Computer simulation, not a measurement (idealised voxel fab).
Process module, titled voxel wiring stack
cross-section cut | 300 nm wide | cells 5 nm
When this document writes out a cross-section, it uses a grid of square cells and lists it as bands, beginning at the top and moving down, with a band standing for one or more rows of cells.
Band: top and bottom heights (nm) first, top before bottom; then materials from left to right, widths in nm. "all across" marks a sole material filling the band edge to edge. "blank" denotes empty space.
Height reference: 0 = level under which incoming wafer is all one material. Lowest band: no bottom, runs on downward, e.g. "0 and below".
Per-row width for "30->40": begins at first number (top row of band), ends at second number (bottom row), increment between rows held constant.
"same as before" means the step left every cell of the cross-section as it was.
"Sealed internal cavities": empty spaces of 8 cells or more with no open way to the top, each given as width x height at distance, distance from the left edge, all in nm.
Note: text after step settings on the step line = simulator remark on that step.
You can add "overlay nm" to a step's line. For a step with a mask, it describes how far the mask lay to the right of its planned position, and a negative number describes a lay to the left.
Process steps - plan
1,RECEIVE (material Si)
2,CONFORMAL_DEP (material SiO2; thk nm 15)
3,DIRECTIONAL_DEP (material TiN; thk nm 5)
4,DIRECTIONAL_DEP (material W; thk nm 25)
5,DIRECTIONAL_DEP (material aC; thk nm 15)
6,PATTERN (tone cover; mask id METAL_1; material resist; width nm 20; pitch nm 35; thk nm 30; overlay nm 0)
7,DIRECTIONAL_ETCH (etch materials aC; depth nm 15)
8,STRIP (etch materials resist)
9,DIRECTIONAL_ETCH (etch materials W; depth nm 25)
10,DIRECTIONAL_ETCH (etch materials TiN; depth nm 5)
11,STRIP (etch materials aC)
12,FILL_DEP (material SiO2; thk nm 10)
13,CMP (height nm 45)
14,CONFORMAL_DEP (material SiCN; thk nm 5)
15,DIRECTIONAL_DEP (material lowk; thk nm 20)
16,PATTERN (tone open; mask id PLUG_1; material resist; width nm 15; thk nm 20; overlay nm 0)
17,DIRECTIONAL_ETCH (etch materials lowk; depth nm 20)
18,DIRECTIONAL_ETCH (etch materials SiCN; depth nm 5)
19,STRIP (etch materials resist)
20,EPI (material Ru; thk nm 10)
21,EPI (material Ru; thk nm 10)
22,EPI (material Ru; thk nm 5)
23,DIRECTIONAL_DEP (material TiN; thk nm 5)
24,DIRECTIONAL_DEP (material W; thk nm 25)
25,DIRECTIONAL_DEP (material aC; thk nm 15)
26,PATTERN (tone cover; mask id METAL_2; material resist; width nm 20; pitch nm 35; thk nm 35; overlay nm 0)
27,DIRECTIONAL_ETCH (etch materials aC; depth nm 15)
28,STRIP (etch materials resist)
29,DIRECTIONAL_ETCH (etch materials W; depth nm 25)
30,DIRECTIONAL_ETCH (etch materials TiN; depth nm 5)
31,STRIP (etch materials aC)
32,CONFORMAL_DEP (material SiN; thk nm 5)
33,FILL_DEP (material SiO2; thk nm 5)
34,CMP (height nm 100)
35,CONFORMAL_DEP (material SiCN; thk nm 5)
36,DIRECTIONAL_DEP (material SiO2; thk nm 20)
37,PATTERN (tone open; mask id PLUG_2; material resist; width nm 15; thk nm 20; overlay nm 0)
38,DIRECTIONAL_ETCH (etch materials SiO2; depth nm 20)
39,DIRECTIONAL_ETCH (etch materials SiCN; depth nm 5)
40,STRIP (etch materials resist)
41,EPI (material Ru; thk nm 10)
42,EPI (material Ru; thk nm 10)
43,EPI (material Ru; thk nm 5)
44,DIRECTIONAL_DEP (material TiN; thk nm 5)
45,DIRECTIONAL_DEP (material Ru; thk nm 15)
46,MASKED_ETCH (tone cover; mask id METAL_3; width nm 20; pitch nm 35; etch materials Ru; depth nm 15; overlay nm 0)
47,MASKED_ETCH (tone cover; mask id METAL_3; width nm 20; pitch nm 35; etch materials TiN; depth nm 5; overlay nm 0)
48,CONFORMAL_DEP (material SiCN; thk nm 5)
49,FILL_DEP (material SiO2; thk nm 5)
50,CMP (height nm 145)
51,CONFORMAL_DEP (material SiCN; thk nm 5)
The first of the two wafers, which ran as planned
Wafer at receipt (post step 1), cross-section
- 0 and below  Si all across
- Sealed internal cavities: none
Cross-sectional representation of the wafer at the conclusion of step 2
- 15 down to 0  SiO2 all across
- Heights below 0 show no change.
Cross-sectional representation of the wafer at the conclusion of step 3
- 20 down to 15  TiN all across
- Heights below 15 show no change.
Cross-sectional representation of the wafer at the conclusion of step 4
- 45 down to 20  W all across
- Heights below 20 show no change.
Cross-sectional representation of the wafer at the conclusion of step 5
- 60 down to 45  aC all across
- Heights below 45 show no change.
Cross-sectional representation of the wafer at the conclusion of step 6
- 90 down to 60  120 nm blank | 20 nm resist | 15 nm blank | 20 nm resist | 125 nm blank
- Heights below 60 show no change.
Cross-sectional representation of the wafer at the conclusion of step 7
- 75 down to 60  120 nm blank | 20 nm resist | 15 nm blank | 20 nm resist | 125 nm blank
- 60 down to 45  120 nm blank | 20 nm aC | 15 nm blank | 20 nm aC | 125 nm blank
- Heights below 45 show no change.
Cross-sectional representation of the wafer at the conclusion of step 8
- 60 down to 45  120 nm blank | 20 nm aC | 15 nm blank | 20 nm aC | 125 nm blank
- Heights below 45 show no change.
Cross-sectional representation of the wafer at the conclusion of step 9
- 60 down to 45  120 nm blank | 20 nm aC | 15 nm blank | 20 nm aC | 125 nm blank
- 45 down to 20  120 nm blank | 20 nm W | 15 nm blank | 20 nm W | 125 nm blank
- Heights below 20 show no change.
Cross-sectional representation of the wafer at the conclusion of step 10
- 60 down to 45  120 nm blank | 20 nm aC | 15 nm blank | 20 nm aC | 125 nm blank
- 45 down to 20  120 nm blank | 20 nm W | 15 nm blank | 20 nm W | 125 nm blank
- 20 down to 15  120 nm blank | 20 nm TiN | 15 nm blank | 20 nm TiN | 125 nm blank
- Heights below 15 show no change.
Cross-sectional representation of the wafer at the conclusion of step 11
- 45 down to 20  120 nm blank | 20 nm W | 15 nm blank | 20 nm W | 125 nm blank
- Heights below 20 show no change.
Cross-sectional representation of the wafer at the conclusion of step 12
- 55 down to 45  SiO2 all across
- 45 down to 20  120 nm SiO2 | 20 nm W | 15 nm SiO2 | 20 nm W | 125 nm SiO2
- 20 down to 15  120 nm SiO2 | 20 nm TiN | 15 nm SiO2 | 20 nm TiN | 125 nm SiO2
- Heights below 15 show no change.
Cross-sectional representation of the wafer at the conclusion of step 13
- 45 down to 20  120 nm SiO2 | 20 nm W | 15 nm SiO2 | 20 nm W | 125 nm SiO2
- Heights below 20 show no change.
Cross-sectional representation of the wafer at the conclusion of step 14
- 50 down to 45  SiCN all across
- Heights below 45 show no change.
Cross-sectional representation of the wafer at the conclusion of step 15
- 70 down to 50  lowk all across
- Heights below 50 show no change.
Cross-sectional representation of the wafer at the conclusion of step 16
- 90 down to 70  120 nm resist | 15 nm blank | 165 nm resist
- Heights below 70 show no change.
Cross-sectional representation of the wafer at the conclusion of step 17
- 90 down to 70  120 nm resist | 15 nm blank | 165 nm resist
- 70 down to 50  120 nm lowk | 15 nm blank | 165 nm lowk
- Heights below 50 show no change.
Cross-sectional representation of the wafer at the conclusion of step 18
- 90 down to 70  120 nm resist | 15 nm blank | 165 nm resist
- 70 down to 50  120 nm lowk | 15 nm blank | 165 nm lowk
- 50 down to 45  120 nm SiCN | 15 nm blank | 165 nm SiCN
- Heights below 45 show no change.
Cross-sectional representation of the wafer at the conclusion of step 19
- 70 down to 50  120 nm lowk | 15 nm blank | 165 nm lowk
- Heights below 50 show no change.
Cross-sectional representation of the wafer at the conclusion of step 20
- 70 down to 55  120 nm lowk | 15 nm blank | 165 nm lowk
- 55 down to 50  120 nm lowk | 15 nm Ru | 165 nm lowk
- 50 down to 45  120 nm SiCN | 15 nm Ru | 165 nm SiCN
- Heights below 45 show no change.
Cross-sectional representation of the wafer at the conclusion of step 21
- 70 down to 65  120 nm lowk | 15 nm blank | 165 nm lowk
- 65 down to 50  120 nm lowk | 15 nm Ru | 165 nm lowk
- Heights below 50 show no change.
Cross-sectional representation of the wafer at the conclusion of step 22
- 70 down to 50  120 nm lowk | 15 nm Ru | 165 nm lowk
- Heights below 50 show no change.
Cross-sectional representation of the wafer at the conclusion of step 23
- 75 down to 70  TiN all across
- Heights below 70 show no change.
Cross-sectional representation of the wafer at the conclusion of step 24
- 100 down to 75  W all across
- Heights below 75 show no change.
Cross-sectional representation of the wafer at the conclusion of step 25
- 115 down to 100  aC all across
- Heights below 100 show no change.
Cross-sectional representation of the wafer at the conclusion of step 26
- 150 down to 115  120 nm blank | 20 nm resist | 15 nm blank | 20 nm resist | 125 nm blank
- Heights below 115 show no change.
Cross-sectional representation of the wafer at the conclusion of step 27
- 135 down to 115  120 nm blank | 20 nm resist | 15 nm blank | 20 nm resist | 125 nm blank
- 115 down to 100  120 nm blank | 20 nm aC | 15 nm blank | 20 nm aC | 125 nm blank
- Heights below 100 show no change.
Cross-sectional representation of the wafer at the conclusion of step 28
- 115 down to 100  120 nm blank | 20 nm aC | 15 nm blank | 20 nm aC | 125 nm blank
- Heights below 100 show no change.
Cross-sectional representation of the wafer at the conclusion of step 29
- 115 down to 100  120 nm blank | 20 nm aC | 15 nm blank | 20 nm aC | 125 nm blank
- 100 down to 75  120 nm blank | 20 nm W | 15 nm blank | 20 nm W | 125 nm blank
- Heights below 75 show no change.
Cross-sectional representation of the wafer at the conclusion of step 30
- 115 down to 100  120 nm blank | 20 nm aC | 15 nm blank | 20 nm aC | 125 nm blank
- 100 down to 75  120 nm blank | 20 nm W | 15 nm blank | 20 nm W | 125 nm blank
- 75 down to 70  120 nm blank | 20 nm TiN | 15 nm blank | 20 nm TiN | 125 nm blank
- Heights below 70 show no change.
Cross-sectional representation of the wafer at the conclusion of step 31
- 100 down to 75  120 nm blank | 20 nm W | 15 nm blank | 20 nm W | 125 nm blank
- Heights below 75 show no change.
Cross-sectional representation of the wafer at the conclusion of step 32
- 105 down to 100  115 nm blank | 30 nm SiN | 5 nm blank | 30 nm SiN | 120 nm blank
- 100 down to 75  115 nm blank | 5 nm SiN | 20 nm W | 5 nm SiN | 5 nm blank | 5 nm SiN | 20 nm W | 5 nm SiN | 120 nm blank
- 75 down to 70  120 nm SiN | 20 nm TiN | 15 nm SiN | 20 nm TiN | 125 nm SiN
- Heights below 70 show no change.
Cross-sectional representation of the wafer at the conclusion of step 33
- 110 down to 105  SiO2 all across
- 105 down to 100  115 nm SiO2 | 30 nm SiN | 5 nm SiO2 | 30 nm SiN | 120 nm SiO2
- 100 down to 75  115 nm SiO2 | 5 nm SiN | 20 nm W | 5 nm SiN | 5 nm SiO2 | 5 nm SiN | 20 nm W | 5 nm SiN | 120 nm SiO2
- Heights below 75 show no change.
Cross-sectional representation of the wafer at the conclusion of step 34
- 100 down to 75  115 nm SiO2 | 5 nm SiN | 20 nm W | 5 nm SiN | 5 nm SiO2 | 5 nm SiN | 20 nm W | 5 nm SiN | 120 nm SiO2
- Heights below 75 show no change.
Cross-sectional representation of the wafer at the conclusion of step 35
- 105 down to 100  SiCN all across
- Heights below 100 show no change.
Cross-sectional representation of the wafer at the conclusion of step 36
- 125 down to 105  SiO2 all across
- Heights below 105 show no change.
Cross-sectional representation of the wafer at the conclusion of step 37
- 145 down to 125  120 nm resist | 15 nm blank | 165 nm resist
- Heights below 125 show no change.
Cross-sectional representation of the wafer at the conclusion of step 38
- 145 down to 125  120 nm resist | 15 nm blank | 165 nm resist
- 125 down to 105  120 nm SiO2 | 15 nm blank | 165 nm SiO2
- Heights below 105 show no change.
Cross-sectional representation of the wafer at the conclusion of step 39
- 145 down to 125  120 nm resist | 15 nm blank | 165 nm resist
- 125 down to 105  120 nm SiO2 | 15 nm blank | 165 nm SiO2
- 105 down to 100  120 nm SiCN | 15 nm blank | 165 nm SiCN
- Heights below 100 show no change.
Cross-sectional representation of the wafer at the conclusion of step 40
- 125 down to 105  120 nm SiO2 | 15 nm blank | 165 nm SiO2
- Heights below 105 show no change.
Cross-sectional representation of the wafer at the conclusion of step 41
- 125 down to 110  120 nm SiO2 | 15 nm blank | 165 nm SiO2
- 110 down to 105  120 nm SiO2 | 15 nm Ru | 165 nm SiO2
- 105 down to 100  120 nm SiCN | 15 nm Ru | 165 nm SiCN
- Heights below 100 show no change.
Cross-sectional representation of the wafer at the conclusion of step 42
- 125 down to 120  120 nm SiO2 | 15 nm blank | 165 nm SiO2
- 120 down to 105  120 nm SiO2 | 15 nm Ru | 165 nm SiO2
- Heights below 105 show no change.
Cross-sectional representation of the wafer at the conclusion of step 43
- 125 down to 105  120 nm SiO2 | 15 nm Ru | 165 nm SiO2
- Heights below 105 show no change.
Cross-sectional representation of the wafer at the conclusion of step 44
- 130 down to 125  TiN all across
- Heights below 125 show no change.
Cross-sectional representation of the wafer at the conclusion of step 45
- 145 down to 130  Ru all across
- Heights below 130 show no change.
Cross-sectional representation of the wafer at the conclusion of step 46
- 145 down to 130  120 nm blank | 20 nm Ru | 15 nm blank | 20 nm Ru | 125 nm blank
- Heights below 130 show no change.
Cross-sectional representation of the wafer at the conclusion of step 47
- 145 down to 130  120 nm blank | 20 nm Ru | 15 nm blank | 20 nm Ru | 125 nm blank
- 130 down to 125  120 nm blank | 20 nm TiN | 15 nm blank | 20 nm TiN | 125 nm blank
- Heights below 125 show no change.
Cross-sectional representation of the wafer at the conclusion of step 48
- 150 down to 145  115 nm blank | 30 nm SiCN | 5 nm blank | 30 nm SiCN | 120 nm blank
- 145 down to 130  115 nm blank | 5 nm SiCN | 20 nm Ru | 5 nm SiCN | 5 nm blank | 5 nm SiCN | 20 nm Ru | 5 nm SiCN | 120 nm blank
- 130 down to 125  120 nm SiCN | 20 nm TiN | 15 nm SiCN | 20 nm TiN | 125 nm SiCN
- Heights below 125 show no change.
Cross-sectional representation of the wafer at the conclusion of step 49
- 155 down to 150  SiO2 all across
- 150 down to 145  115 nm SiO2 | 30 nm SiCN | 5 nm SiO2 | 30 nm SiCN | 120 nm SiO2
- 145 down to 130  115 nm SiO2 | 5 nm SiCN | 20 nm Ru | 5 nm SiCN | 5 nm SiO2 | 5 nm SiCN | 20 nm Ru | 5 nm SiCN | 120 nm SiO2
- Heights below 130 show no change.
Cross-sectional representation of the wafer at the conclusion of step 50
- 145 down to 130  115 nm SiO2 | 5 nm SiCN | 20 nm Ru | 5 nm SiCN | 5 nm SiO2 | 5 nm SiCN | 20 nm Ru | 5 nm SiCN | 120 nm SiO2
- Heights below 130 show no change.
Cross-sectional representation of the wafer at the conclusion of step 51
- 150 down to 145  SiCN all across
- Heights below 145 show no change.
Second wafer: same start and same plan as the first, one execution error; identical to the first through step 36
Second wafer, cut view, end of step 37 per plan
- 145 down to 125  115 nm resist | 25 nm blank | 160 nm resist
- Heights below 125 show no change.
Second wafer, cut view, end of step 38 per plan
- 145 down to 125  115 nm resist | 25 nm blank | 160 nm resist
- 125 down to 105  115 nm SiO2 | 25 nm blank | 160 nm SiO2
- Heights below 105 show no change.
Second wafer, cut view, end of step 39 per plan
- 145 down to 125  115 nm resist | 25 nm blank | 160 nm resist
- 125 down to 105  115 nm SiO2 | 25 nm blank | 160 nm SiO2
- 105 down to 100  115 nm SiCN | 25 nm blank | 160 nm SiCN
- Heights below 100 show no change.
Second wafer, cut view, end of step 40 per plan
- 125 down to 105  115 nm SiO2 | 25 nm blank | 160 nm SiO2
- Heights below 105 show no change.
Second wafer, cut view, end of step 41 per plan
- 125 down to 110  115 nm SiO2 | 25 nm blank | 160 nm SiO2
- 110 down to 105  115 nm SiO2 | 25 nm Ru | 160 nm SiO2
- 105 down to 100  115 nm SiCN | 25 nm Ru | 160 nm SiCN
- Heights below 100 show no change.
Second wafer, cut view, end of step 42 per plan
- 125 down to 120  115 nm SiO2 | 25 nm blank | 160 nm SiO2
- 120 down to 105  115 nm SiO2 | 25 nm Ru | 160 nm SiO2
- Heights below 105 show no change.
Second wafer, cut view, end of step 43 per plan
- 125 down to 105  115 nm SiO2 | 25 nm Ru | 160 nm SiO2
- Heights below 105 show no change.
Second wafer, cut view, end of step 44 per plan
- 130 down to 125  TiN all across
- Heights below 125 show no change.
Second wafer, cut view, end of step 45 per plan
- 145 down to 130  Ru all across
- Heights below 130 show no change.
Second wafer, cut view, end of step 46 per plan
- 145 down to 130  120 nm blank | 20 nm Ru | 15 nm blank | 20 nm Ru | 125 nm blank
- Heights below 130 show no change.
Second wafer, cut view, end of step 47 per plan
- 145 down to 130  120 nm blank | 20 nm Ru | 15 nm blank | 20 nm Ru | 125 nm blank
- 130 down to 125  120 nm blank | 20 nm TiN | 15 nm blank | 20 nm TiN | 125 nm blank
- Heights below 125 show no change.
Second wafer, cut view, end of step 48 per plan
- 150 down to 145  115 nm blank | 30 nm SiCN | 5 nm blank | 30 nm SiCN | 120 nm blank
- 145 down to 130  115 nm blank | 5 nm SiCN | 20 nm Ru | 5 nm SiCN | 5 nm blank | 5 nm SiCN | 20 nm Ru | 5 nm SiCN | 120 nm blank
- 130 down to 125  120 nm SiCN | 20 nm TiN | 15 nm SiCN | 20 nm TiN | 125 nm SiCN
- Heights below 125 show no change.
Second wafer, cut view, end of step 49 per plan
- 155 down to 150  SiO2 all across
- 150 down to 145  115 nm SiO2 | 30 nm SiCN | 5 nm SiO2 | 30 nm SiCN | 120 nm SiO2
- 145 down to 130  115 nm SiO2 | 5 nm SiCN | 20 nm Ru | 5 nm SiCN | 5 nm SiO2 | 5 nm SiCN | 20 nm Ru | 5 nm SiCN | 120 nm SiO2
- Heights below 130 show no change.
Second wafer, cut view, end of step 50 per plan
- 145 down to 130  115 nm SiO2 | 5 nm SiCN | 20 nm Ru | 5 nm SiCN | 5 nm SiO2 | 5 nm SiCN | 20 nm Ru | 5 nm SiCN | 120 nm SiO2
- Heights below 130 show no change.
Second wafer, cut view, end of step 51 per plan
- 150 down to 145  SiCN all across
- Heights below 145 show no change.
Diagnosis: it should be noted that step 37 was executed with settings other than those planned, the operation and settings actually applied being PATTERN (tone open; mask id PLUG_2; material resist; width nm 25; thk nm 20; overlay nm 0)
End check, counted in cells, second wafer has more or fewer of these materials than the first: +10 Ru | -2 SiCN | -8 SiO2
